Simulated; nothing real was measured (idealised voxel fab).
Proc. module: voxel spacer lines
Cross-sectional view cut (width: 185 nm; square cell size: 5 nm).
Think of the cross-section as a grid of square cells. We describe it in bands, top to bottom, and each band covers one or more rows of those cells. Per band: top height and bottom height in nm, followed by the left-to-right materials and their widths in nm; "edge to edge" marks a single material spanning edge to edge, "blank" marks empty space. Below 0: as-received wafer, all one material; heights counted from there. Lowest band: no bottom, goes on down, written "z 0 and below". The two numbers in a width such as "30->40" mark its ends across the band: the first belongs to the top row of cells, the second to the bottom row, and from each row to the next the width moves by the same amount. Basically "no alteration" means that step didn't change any cell in the cross-section. The entry titled "Voids, enclosed" provides the empty spaces that have no open way to the top, restricted to those of 8 cells or more. Each is presented as width x height at distance, the distance being measured from the left edge, with all three in nm. Text after the settings on a step's line: the simulator's own remark on that step. The optional step-line setting "overlay nm" applies to steps with a mask and quantifies how far to the right of its planned location the mask lay, a negative value indicating leftward placement.

### Process steps foreseen in the plan
| 1 | RECEIVE | material Si |
| 2 | CONFORMAL_DEP | material Al2O3 | thk nm 10 |
| 3 | DIRECTIONAL_DEP | material W | thk nm 15 |
| 4 | DIRECTIONAL_DEP | material aC | thk nm 20 |
| 5 | PATTERN | tone cover | mask id MANDREL | material resist | width nm 15 | pitch nm 50 | thk nm 30 | overlay nm 0 |
| 6 | DIRECTIONAL_ETCH | etch materials aC | depth nm 20 |
| 7 | STRIP | etch materials resist |
| 8 | CONFORMAL_DEP | material SiN | thk nm 10 |
| 9 | DIRECTIONAL_ETCH | etch materials SiN | depth nm 10 |
| 10 | STRIP | etch materials aC |
| 11 | DIRECTIONAL_ETCH | etch materials W | depth nm 15 |
| 12 | STRIP | etch materials SiN |
| 13 | FILL_DEP | material SiO2 | thk nm 10 |
| 14 | CMP | height nm 25 |

### First of two wafers: run as planned

### Wafer at receipt (post step 1), cross-section
  z 0 and below: Si edge to edge
  Voids, enclosed: none

### Cross-section: wafer state after step 2
  z 10 to 0: Al2O3 edge to edge
  Everything under 0 stays put, no change at all.

### Cross-section: wafer state after step 3
  z 25 to 10: W edge to edge
  Everything under 10 stays put, no change at all.

### Cross-section: wafer state after step 4
  z 45 to 25: aC edge to edge
  Everything under 25 stays put, no change at all.

### Cross-section: wafer state after step 5
  z 75 to 45: blank=35; resist=15; blank=35; resist=15; blank=35; resist=15; blank=35
  Everything under 45 stays put, no change at all.

### Cross-section: wafer state after step 6
  z 55 to 45: blank=35; resist=15; blank=35; resist=15; blank=35; resist=15; blank=35
  z 45 to 25: blank=35; aC=15; blank=35; aC=15; blank=35; aC=15; blank=35
  Everything under 25 stays put, no change at all.

### Cross-section: wafer state after step 7
  z 45 to 25: blank=35; aC=15; blank=35; aC=15; blank=35; aC=15; blank=35
  Everything under 25 stays put, no change at all.

### Cross-section: wafer state after step 8
  z 55 to 45: blank=25; SiN=35; blank=15; SiN=35; blank=15; SiN=35; blank=25
  z 45 to 35: blank=25; SiN=10; aC=15; SiN=10; blank=15; SiN=10; aC=15; SiN=10; blank=15; SiN=10; aC=15; SiN=10; blank=25
  z 35 to 25: SiN=35; aC=15; SiN=35; aC=15; SiN=35; aC=15; SiN=35
  Everything under 25 stays put, no change at all.

### Cross-section: wafer state after step 9
  z 45 to 25: blank=25; SiN=10; aC=15; SiN=10; blank=15; SiN=10; aC=15; SiN=10; blank=15; SiN=10; aC=15; SiN=10; blank=25
  Everything under 25 stays put, no change at all.

### Cross-section: wafer state after step 10
  z 45 to 25: blank=25; SiN=10; blank=15; SiN=10; blank=15; SiN=10; blank=15; SiN=10; blank=15; SiN=10; blank=15; SiN=10; blank=25
  Everything under 25 stays put, no change at all.

### Cross-section: wafer state after step 11
  z 45 to 25: blank=25; SiN=10; blank=15; SiN=10; blank=15; SiN=10; blank=15; SiN=10; blank=15; SiN=10; blank=15; SiN=10; blank=25
  z 25 to 10: blank=25; W=10; blank=15; W=10; blank=15; W=10; blank=15; W=10; blank=15; W=10; blank=15; W=10; blank=25
  Everything under 10 stays put, no change at all.

### Cross-section: wafer state after step 12
  z 25 to 10: blank=25; W=10; blank=15; W=10; blank=15; W=10; blank=15; W=10; blank=15; W=10; blank=15; W=10; blank=25
  Everything under 10 stays put, no change at all.

### Cross-section: wafer state after step 13
  z 35 to 25: SiO2 edge to edge
  z 25 to 10: SiO2=25; W=10; SiO2=15; W=10; SiO2=15; W=10; SiO2=15; W=10; SiO2=15; W=10; SiO2=15; W=10; SiO2=25
  Everything under 10 stays put, no change at all.

### Cross-section: wafer state after step 14
  z 25 to 10: SiO2=25; W=10; SiO2=15; W=10; SiO2=15; W=10; SiO2=15; W=10; SiO2=15; W=10; SiO2=15; W=10; SiO2=25
  Everything under 10 stays put, no change at all.

### What follows concerns the second wafer, which started out like the first and was meant to follow the very same plan; one mistake crept in when it was run, but everything up to and including step 10 is the same as for the first wafer

### Cross-section of the second wafer corresponding to the planned conclusion of step 11
  z 45 to 25: blank=25; SiN=10; blank=15; SiN=10; blank=15; SiN=10; blank=15; SiN=10; blank=15; SiN=10; blank=15; SiN=10; blank=25
  z 25 to 10: blank=25; W=10; blank=15; W=10; blank=15; W=10; blank=15; W=10; blank=15; W=10; blank=15; W=10; blank=25
  Everything under 10 stays put, no change at all.

### Cross-section of the second wafer corresponding to the planned conclusion of step 12
  z 25 to 10: blank=25; W=10; blank=15; W=10; blank=15; W=10; blank=15; W=10; blank=15; W=10; blank=15; W=10; blank=25
  Everything under 10 stays put, no change at all.

### Cross-section of the second wafer corresponding to the planned conclusion of step 13
  z 35 to 25: SiO2 edge to edge
  z 25 to 10: SiO2=25; W=10; SiO2=15; W=10; SiO2=15; W=10; SiO2=15; W=10; SiO2=15; W=10; SiO2=15; W=10; SiO2=25
  Everything under 10 stays put, no change at all.

### Cross-section of the second wafer corresponding to the planned conclusion of step 14
  z 25 to 10: SiO2=25; W=10; SiO2=15; W=10; SiO2=15; W=10; SiO2=15; W=10; SiO2=15; W=10; SiO2=15; W=10; SiO2=25
  Everything under 10 stays put, no change at all.
Where did the run depart from the plan? plan step 11 was conducted twice
If you compare the two wafers at the end, their cross-sections are the same, so as far as this model is concerned the mistake changes nothing.
